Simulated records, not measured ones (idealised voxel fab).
Process module heading - voxel transistor to metal
The figure presents cross-section cut, which has a width of 295 nm and is divided into square cells with an edge length of 5 nm.
For the purposes of this document, a cross-section shall be understood as a grid of square cells, specified as bands listed in top-to-bottom order, each band consisting of one or more rows of cells.
A band entry consists of two parts. The first gives the height of the band's top and the height of its bottom, in nm. The rest lists the band's materials from left to right, each with its width in nm. A single material labelled with the word "full width" fills the band from edge to edge, and the word "air" marks empty space.
Beneath 0, the wafer as received is one material, and that level is where height counting begins. The lowest band goes on downward without a bottom; it is written like "0 down".
Width "30 to 40": first value at the band's top row of cells, second value at its bottom row, equal change from row to row.
It should be understood that the words "all unchanged", when stated for a given step, signify that the cross-section underwent no change in any of its cells during that step.
Heads up: "Sealed voids" only lists the empty pockets with no open path to the top that are 8 cells or more, and it writes them as width x height at distance, distance from the left edge, in nm.
If you see something after the settings on a step's line, that's the simulator's own remark about that step.
overlay nm: where the mask lay relative to plan, measured to the right, on steps with a mask; negatives go left.
Plan
1. RECEIVE, material Si
2. OXIDIZE, depth nm 5
3. CONFORMAL_DEP, material SiN, thk nm 10
4. MASKED_ETCH, tone cover, mask id ACTIVE, width nm 105, pitch nm 125, etch materials SiN, depth nm 10, overlay nm -15
5. MASKED_ETCH, tone cover, mask id ACTIVE, width nm 105, pitch nm 125, etch materials SiO2, depth nm 5, overlay nm 0
6. MASKED_ETCH, tone cover, mask id ACTIVE, width nm 105, pitch nm 125, etch materials Si, depth nm 35, overlay nm 0
7. OXIDIZE, depth nm 5
8. FILL_DEP, material SiO2, thk nm 10
9. CMP, height nm 10
10. SELECTIVE_ETCH, etch materials SiO2, depth nm 5
11. STRIP, etch materials SiN
12. SELECTIVE_ETCH, etch materials SiO2, depth nm 5
13. OXIDIZE, depth nm 5
14. DIRECTIONAL_DEP, material polySi, thk nm 25
15. DIRECTIONAL_DEP, material SiCN, thk nm 10
16. DIRECTIONAL_DEP, material aC, thk nm 10
17. PATTERN, tone cover, mask id GATE, material resist, width nm 35, pitch nm 125, thk nm 25, overlay nm 0
18. DIRECTIONAL_ETCH, etch materials aC, depth nm 10
19. STRIP, etch materials resist
20. DIRECTIONAL_ETCH, etch materials SiCN, depth nm 20
21. DIRECTIONAL_ETCH, etch materials polySi, depth nm 35
22. STRIP, etch materials aC
23. CONFORMAL_DEP, material SiN, thk nm 10
24. DIRECTIONAL_ETCH, etch materials SiN, depth nm 10
25. DIRECTIONAL_ETCH, etch materials SiO2, depth nm 5
26. DIRECTIONAL_ETCH, etch materials Si, depth nm 10
27. EPI, material nSi, thk nm 15
28. FILL_DEP, material SiO2, thk nm 5
29. CMP, height nm 20
30. STRIP, etch materials polySi
31. SELECTIVE_ETCH, etch materials SiO2, depth nm 5
32. CONFORMAL_DEP, material HfO2, thk nm 5
33. CONFORMAL_DEP, material TiN, thk nm 5
34. FILL_DEP, material W, thk nm 5
35. CMP, height nm 15
36. DIRECTIONAL_DEP, material SiO2, thk nm 10
37. DIRECTIONAL_DEP, material aC, thk nm 15
38. PATTERN, tone open, mask id CONTACT, material resist, width nm 15, thk nm 35, overlay nm 0
39. DIRECTIONAL_ETCH, etch materials aC, depth nm 15
40. STRIP, etch materials resist
41. DIRECTIONAL_ETCH, etch materials SiO2, depth nm 30
42. STRIP, etch materials aC
43. CONFORMAL_DEP, material TiN, thk nm 5
44. FILL_DEP, material W, thk nm 10
45. CMP, height nm 25
46. DIRECTIONAL_DEP, material TiN, thk nm 5
47. DIRECTIONAL_DEP, material W, thk nm 20
48. DIRECTIONAL_DEP, material aC, thk nm 10
49. PATTERN, tone cover, mask id METAL_1, material resist, width nm 15, thk nm 25, overlay nm 0
50. DIRECTIONAL_ETCH, etch materials aC, depth nm 10
51. STRIP, etch materials resist
52. DIRECTIONAL_ETCH, etch materials W, depth nm 20
53. DIRECTIONAL_ETCH, etch materials TiN, depth nm 5
54. STRIP, etch materials aC
55. FILL_DEP, material SiO2, thk nm 5
56. CMP, height nm 50
57. CONFORMAL_DEP, material SiCN, thk nm 5
58. DIRECTIONAL_DEP, material SiO2, thk nm 30
59. DIRECTIONAL_DEP, material aC, thk nm 10
60. PATTERN, tone open, mask id METAL_2, material resist, width nm 15, pitch nm 125, thk nm 30, overlay nm 0
61. DIRECTIONAL_ETCH, etch materials aC, depth nm 10
62. STRIP, etch materials resist
63. DIRECTIONAL_ETCH, etch materials SiO2, depth nm 20
64. STRIP, etch materials aC
65. DIRECTIONAL_DEP, material aC, thk nm 15
66. PATTERN, tone open, mask id METAL_2_HOLES, material resist, width nm 15, pitch nm 125, thk nm 30, overlay nm 0
67. DIRECTIONAL_ETCH, etch materials aC, depth nm 15
68. STRIP, etch materials resist
69. DIRECTIONAL_ETCH, etch materials SiO2, depth nm 10
70. DIRECTIONAL_ETCH, etch materials SiCN, depth nm 5
71. STRIP, etch materials aC
72. CONFORMAL_DEP, material TiN, thk nm 5
73. FILL_DEP, material Ru, thk nm 10
74. CMP, height nm 85
75. CONFORMAL_DEP, material SiN, thk nm 5
Heads up: all these wafers start the same, and what changes between them is the overlay nm in step 4. The value you see in the plan is just what the first wafer got.
As-received state after step 1, first of several wafers, cross-section
- 0 down = Si full width
- Sealed voids: none
Below is a per-wafer table. In it, each row describes the wafer at the end of the module by giving, for each material, the number of cells gained (+) or lost (-) since the wafer was received, and after that the closed voids of the wafer
overlay nm -15; +34 HfO2; +12 Ru; -255 Si; +53 SiCN; +99 SiN; +865 SiO2; +110 TiN; +78 W; +66 nSi; Sealed voids: none
overlay nm -10; +34 HfO2; +12 Ru; -269 Si; +53 SiCN; +99 SiN; +879 SiO2; +106 TiN; +78 W; +70 nSi; Sealed voids: none
overlay nm -5; +34 HfO2; +12 Ru; -283 Si; +53 SiCN; +99 SiN; +891 SiO2; +104 TiN; +78 W; +74 nSi; Sealed voids: none
overlay nm 0; +34 HfO2; +12 Ru; -297 Si; +53 SiCN; +99 SiN; +903 SiO2; +108 TiN; +78 W; +72 nSi; Sealed voids: none
overlay nm 5; +34 HfO2; +12 Ru; -283 Si; +53 SiCN; +99 SiN; +891 SiO2; +104 TiN; +78 W; +74 nSi; Sealed voids: none
overlay nm 10; +34 HfO2; +12 Ru; -269 Si; +53 SiCN; +99 SiN; +879 SiO2; +106 TiN; +78 W; +70 nSi; Sealed voids: none
overlay nm 15; +34 HfO2; +12 Ru; -255 Si; +53 SiCN; +99 SiN; +865 SiO2; +110 TiN; +78 W; +66 nSi; Sealed voids: none
